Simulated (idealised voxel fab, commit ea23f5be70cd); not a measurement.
This section sets out a process module, namely voxel ribs on slabs.
The width of the displayed cross-section, cut, is 270 nm; its cells are square, with a size of 5 nm.
For the purposes of this document, a cross-section shall be understood as a grid of square cells, specified as bands listed in top-to-bottom order, each band consisting of one or more rows of cells. Within each band entry, the heights of the top and of the bottom of the band appear first, in that order and in nm; the materials of the band then follow from left to right, each with its corresponding width in nm. The designation "edge to edge" on a single material indicates that it fills the band from edge to edge; the designation "blank" indicates empty space. Measure heights from 0. That's the level where, below it, the as-received wafer is all one material. The lowest band is bottomless and extends downward; write it as in "z 0 and below". Think of "30->40" as a width that walks from the first number to the second as you go down the band, top row to bottom row, taking equal-sized steps from row to row. The cross-section has no changed cell in any step marked "nothing was modified". Closed-off voids of 8+ cells (no open route to the top) go in "Closed cavity list", written width x height at distance from the left edge, in nm. On each step's line, the part that comes after the settings is the simulator's own comment on the step. Steps that use a mask can have "overlay nm" on their line. It says how far the mask sat to the right of where it was meant to be. Negative means to the left.

### Listed below are the process steps as planned
1,RECEIVE (material Si)
2,DIRECTIONAL_DEP (material SiO2; thk nm 30)
3,DIRECTIONAL_DEP (material polySi; thk nm 15)
4,MASKED_ETCH (tone cover; mask id RIB; width nm 30; etch materials polySi; depth nm 10; overlay nm 0)
5,MASKED_ETCH (tone cover; mask id SLAB; width nm 60; etch materials polySi; depth nm 5; overlay nm 0)
6,FILL_DEP (material SiO2; thk nm 25)
7,CMP (height nm 60)
8,DIRECTIONAL_DEP (material W; thk nm 10)
9,PATTERN (tone cover; mask id HEATER; material resist; width nm 40; thk nm 20; overlay nm 0)
10,DIRECTIONAL_ETCH (etch materials W; depth nm 10)
11,STRIP (etch materials resist)
12,CONFORMAL_DEP (material SiN; thk nm 5)

### Shown in cross-section is the wafer as received, that is, as it stands after step 1
	z 0 and below  Si edge to edge
	Closed cavity list: none

### Wafer cross-section at module end: first of two, run to plan
	z 75 to 70  blank 110, then SiN 50, then blank 110
	z 70 to 65  blank 110, then SiN 5, then W 40, then SiN 5, then blank 110
	z 65 to 60  SiN 115, then W 40, then SiN 115
	z 60 to 45  SiO2 edge to edge
	z 45 to 35  SiO2 120, then polySi 30, then SiO2 120
	z 35 to 30  SiO2 105, then polySi 60, then SiO2 105
	z 30 to 0  SiO2 edge to edge
	z 0 and below  Si edge to edge
	Closed cavity list: none

### End of module, second wafer, cross-section. Started like the first, planned like the first, run with one mistake
	z 75 to 70  blank 110, then SiN 50, then blank 110
	z 70 to 65  blank 110, then SiN 5, then W 40, then SiN 5, then blank 110
	z 65 to 60  SiN 115, then W 40, then SiN 115
	z 60 to 15  SiO2 edge to edge
	z 15 to 0  polySi edge to edge
	z 0 and below  Si edge to edge
	Closed cavity list: none
Heads up, the wafer didn't run the way we planned it: steps 2 and 3 run out of order (swapped)
at the end the second wafer has, in cells: 138 fewer of SiO2; 138 more of polySi
